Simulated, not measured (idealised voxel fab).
Documented hereafter: the process module known as voxel trench capacitor.
We display cut, a cross-section 260 nm in width whose square cells are each 5 nm.
Cross-section format: a grid of square cells, given as bands from top to bottom; each band is one or more rows of cells. Basically the band line says how high the top is and how high the bottom is, in nm, and then what's in it from left to right, every material with its width in nm. Empty space shows up as "air", and if a single material carries "everywhere" it runs the full band edge to edge. Measure heights from 0. That's the level where, below it, the as-received wafer is all one material. The lowest band is bottomless and extends downward; write it as in "z 0 and below". The two numbers in a width such as "30..40" mark its ends across the band: the first belongs to the top row of cells, the second to the bottom row, and from each row to the next the width moves by the same amount. Given "no change" for a step, no cell of the cross-section differs between before and after that step. So "Closed empty spaces" is basically the list of trapped voids: any empty space of 8 cells or more that can't reach the top through an opening. They're written width x height at distance, the distance being from the left edge, and it's all nm. Past the settings on a step's line: simulator remark, on that step. Among the settings permitted on a step's line is "overlay nm"; applied to a step with a mask, it specifies the extent to which the mask lay to the right of its planned position, whereas a negative figure signifies a position to the left.

## These are the steps we planned for the process
1. RECEIVE,material Si
2. CONFORMAL_DEP,material SiN,thk nm 5
3. DIRECTIONAL_DEP,material aC,thk nm 15
4. PATTERN,tone open,mask id TRENCH,material resist,width nm 15,pitch nm 40,thk nm 35,overlay nm -15
5. DIRECTIONAL_ETCH,etch materials aC,depth nm 15
6. STRIP,etch materials resist
7. DIRECTIONAL_ETCH,etch materials SiN,depth nm 5
8. DIRECTIONAL_ETCH,etch materials Si,depth nm 40
9. STRIP,etch materials aC
10. CONFORMAL_DEP,material Al2O3,thk nm 5
11. FILL_DEP,material polySi,thk nm 5
12. CMP,height nm 5
Wafer-to-wafer difference: overlay nm, step 4. Common start. Plan = first wafer's value.

## Received wafers, first of several: cross-section after step 1
  z 0 and below  Si everywhere
  Closed empty spaces: none

## each wafer at the end: cells of each material gained (+) or lost (-) since it was received, then its closed voids
overlay nm -15 | +57 Al2O3 | -72 Si | +43 SiN | +24 polySi | Closed empty spaces: none
overlay nm -10 | +57 Al2O3 | -72 Si | +43 SiN | +24 polySi | Closed empty spaces: none
overlay nm -5 | +57 Al2O3 | -72 Si | +43 SiN | +24 polySi | Closed empty spaces: none
overlay nm 0 | +57 Al2O3 | -72 Si | +43 SiN | +24 polySi | Closed empty spaces: none
overlay nm 5 | +57 Al2O3 | -72 Si | +43 SiN | +24 polySi | Closed empty spaces: none
overlay nm 10 | +57 Al2O3 | -72 Si | +43 SiN | +24 polySi | Closed empty spaces: none
overlay nm 15 | +57 Al2O3 | -72 Si | +43 SiN | +24 polySi | Closed empty spaces: none
